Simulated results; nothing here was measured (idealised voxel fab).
Documented hereafter: the process module known as voxel capacitor over wiring.
Each square cell in cross-section cut measures 5 nm, and the section as a whole is 205 nm wide.
Heads up, the way a cross-section reads in here is a grid of square cells, handed over as bands from the top down, with every band being one or more rows of cells.
Top, bottom (nm), then materials left to right with widths (nm); lone material tagged "all across" fills the whole band edge to edge; "empty" = empty space.
Heads up on the height convention: 0 is the point under which the incoming wafer is all one material, and the lowest band has no bottom, it just keeps going down, like "0 -> down".
It should be noted that a width expressed as "30 to 40" varies in equal increments from row to row of cells within the band, taking the value of the first number at the top row and that of the second number at the bottom row.
Take "remained the same" at face value: in the step it is given for, the cross-section changed in none of its cells.
"Enclosed internal cavities" contains a list of empty spaces, each no smaller than 8 cells and without an open way to the top, written in the form width x height at distance with the distance from the left edge and all three in nm.
Formally, on a step line, whatever follows the settings is a remark that the simulator itself makes on the step.
The setting "overlay nm" may be written on the line of a step. When the step uses a mask, the value reports how far to the right of the planned place the mask lay, and a negative value reports that it lay to the left.

Below is the list of planned process steps:
1: RECEIVE, material Si
2: CONFORMAL_DEP, material SiO2, thk nm 10
3: DIRECTIONAL_DEP, material TiN, thk nm 5
4: DIRECTIONAL_DEP, material Ru, thk nm 20
5: MASKED_ETCH, tone cover, mask id METAL_1, width nm 25, pitch nm 90, etch materials Ru, depth nm 20, overlay nm 0
6: MASKED_ETCH, tone cover, mask id METAL_1, width nm 25, pitch nm 90, etch materials TiN, depth nm 5, overlay nm 0
7: CONFORMAL_DEP, material SiN, thk nm 5
8: FILL_DEP, material SiO2, thk nm 10
9: CMP, height nm 35
10: CONFORMAL_DEP, material SiCN, thk nm 5
11: DIRECTIONAL_DEP, material lowk, thk nm 20
12: DIRECTIONAL_DEP, material aC, thk nm 10
13: PATTERN, tone open, mask id PLUG_1, material resist, width nm 15, thk nm 30, overlay nm 0
14: DIRECTIONAL_ETCH, etch materials aC, depth nm 10
15: STRIP, etch materials resist
16: DIRECTIONAL_ETCH, etch materials lowk, depth nm 20
17: DIRECTIONAL_ETCH, etch materials SiCN, depth nm 5
18: STRIP, etch materials aC
19: EPI, material Ru, thk nm 10
20: EPI, material Ru, thk nm 10
21: EPI, material Ru, thk nm 5
22: DIRECTIONAL_DEP, material TiN, thk nm 10
23: DIRECTIONAL_DEP, material SiN, thk nm 5
24: DIRECTIONAL_DEP, material TiN, thk nm 5
25: PATTERN, tone cover, mask id UPPER_PLATE, material resist, width nm 70, thk nm 15, overlay nm 0
26: DIRECTIONAL_ETCH, etch materials TiN, depth nm 5
27: DIRECTIONAL_ETCH, etch materials SiN, depth nm 5
28: STRIP, etch materials resist
29: DIRECTIONAL_DEP, material aC, thk nm 15
30: PATTERN, tone cover, mask id LOWER_PLATE, material resist, width nm 80, thk nm 30, overlay nm 0
31: DIRECTIONAL_ETCH, etch materials aC, depth nm 15
32: STRIP, etch materials resist
33: DIRECTIONAL_ETCH, etch materials TiN, depth nm 10
34: STRIP, etch materials aC
35: FILL_DEP, material SiO2, thk nm 20
36: CMP, height nm 95
37: MASKED_ETCH, tone open, mask id PLUG_2, width nm 15, etch materials SiO2, depth nm 15, overlay nm 0
38: CONFORMAL_DEP, material TiN, thk nm 5
39: FILL_DEP, material W, thk nm 10
40: CMP, height nm 95
41: CONFORMAL_DEP, material SiN, thk nm 5

This is the cross-section of the wafer as we received it, i.e. after step 1:
- 0 -> down | Si all across
- Enclosed internal cavities: none

Wafer at module end, in section. Began as above, planned as above, run with one mistake:
- 100 -> 95 | SiN all across
- 95 -> 90 | SiO2=65 / TiN=5 / SiN=55 / SiO2=80
- 90 -> 80 | SiO2=50 / TiN=5 / SiO2=10 / TiN=65 / SiO2=75
- 80 -> 75 | lowk=55 / TiN=15 / lowk=135
- 75 -> 70 | lowk=55 / SiN=15 / lowk=135
- 70 -> 60 | lowk=55 / TiN=15 / lowk=135
- 60 -> 40 | lowk all across
- 40 -> 35 | SiCN all across
- 35 -> 15 | SiO2=40 / SiN=5 / Ru=25 / SiN=5 / SiO2=55 / SiN=5 / Ru=25 / SiN=5 / SiO2=40
- 15 -> 10 | SiN=45 / TiN=25 / SiN=65 / TiN=25 / SiN=45
- 10 -> 0 | SiO2 all across
- 0 -> down | Si all across
- Enclosed internal cavities: none
Want to know what went wrong? yeah, plan step 11 got run twice
